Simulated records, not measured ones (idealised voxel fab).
Process module under the name voxel tone inversion
Each square cell in cross-section cut measures 5 nm, and the section as a whole is 255 nm wide.
Cross-section format: a grid of square cells, given as bands from top to bottom; each band is one or more rows of cells.
For a band, the entry starts with two heights in nm, that of the top and then that of the bottom, and carries on with the band's materials in order from left to right, each alongside its width in nm; the word "edge to edge" beside a single material means it fills the band edge to edge, and "empty" means empty space.
Zero point of the height axis is 0; under it, received wafer = one material. Lowest band: continues down indefinitely, "z 0 and below".
Quick explanation for "30..40": the width changes in equal steps down the rows of cells, from the first number in the band's top row to the second number in its bottom row.
"no alterations made", as given for a step, is the statement that not any cell of the cross-section underwent a change during that step.
Entry "Sealed internal voids". Content: empty spaces with no open connection to the top, size 8 cells or greater. Each: width x height at distance. Distance: from left edge. Unit: nm.
Formally, on a step line, whatever follows the settings is a remark that the simulator itself makes on the step.
Among the settings permitted on a step's line is "overlay nm"; applied to a step with a mask, it specifies the extent to which the mask lay to the right of its planned position, whereas a negative figure signifies a position to the left.

# Planned process steps
- 1: op RECEIVE | material Si
- 2: op CONFORMAL_DEP | material SiN | thk nm 5
- 3: op DIRECTIONAL_DEP | material polySi | thk nm 20
- 4: op PATTERN | tone cover | mask id POSTS | material resist | width nm 20 | pitch nm 40 | thk nm 30 | overlay nm -15
- 5: op DIRECTIONAL_ETCH | etch materials polySi | depth nm 20
- 6: op STRIP | etch materials resist
- 7: op FILL_DEP | material lowk | thk nm 5
- 8: op CMP | height nm 25
- 9: op STRIP | etch materials polySi
- 10: op CONFORMAL_DEP | material TiN | thk nm 5
- 11: op FILL_DEP | material Cu | thk nm 5
- 12: op CMP | height nm 25
- 13: op CONFORMAL_DEP | material SiN | thk nm 5
The overlay nm used in step 4 is not the same on every wafer, whereas the starting condition is; the value printed in the plan is the first wafer's.

# Received wafers, first of several: cross-section after step 1
    z 0 and below | Si edge to edge
    Sealed internal voids: none

# wafer rows; end of module; cells per material since receipt: (+) gained, (-) lost; then closed voids
overlay nm -15, +24 Cu, +102 SiN, +40 TiN, +140 lowk, Sealed internal voids: none
overlay nm -10, +24 Cu, +102 SiN, +40 TiN, +140 lowk, Sealed internal voids: none
overlay nm -5, +24 Cu, +102 SiN, +40 TiN, +140 lowk, Sealed internal voids: none
overlay nm 0, +24 Cu, +102 SiN, +40 TiN, +140 lowk, Sealed internal voids: none
overlay nm 5, +24 Cu, +102 SiN, +40 TiN, +140 lowk, Sealed internal voids: none
overlay nm 10, +24 Cu, +102 SiN, +40 TiN, +140 lowk, Sealed internal voids: none
overlay nm 15, +24 Cu, +102 SiN, +40 TiN, +140 lowk, Sealed internal voids: none
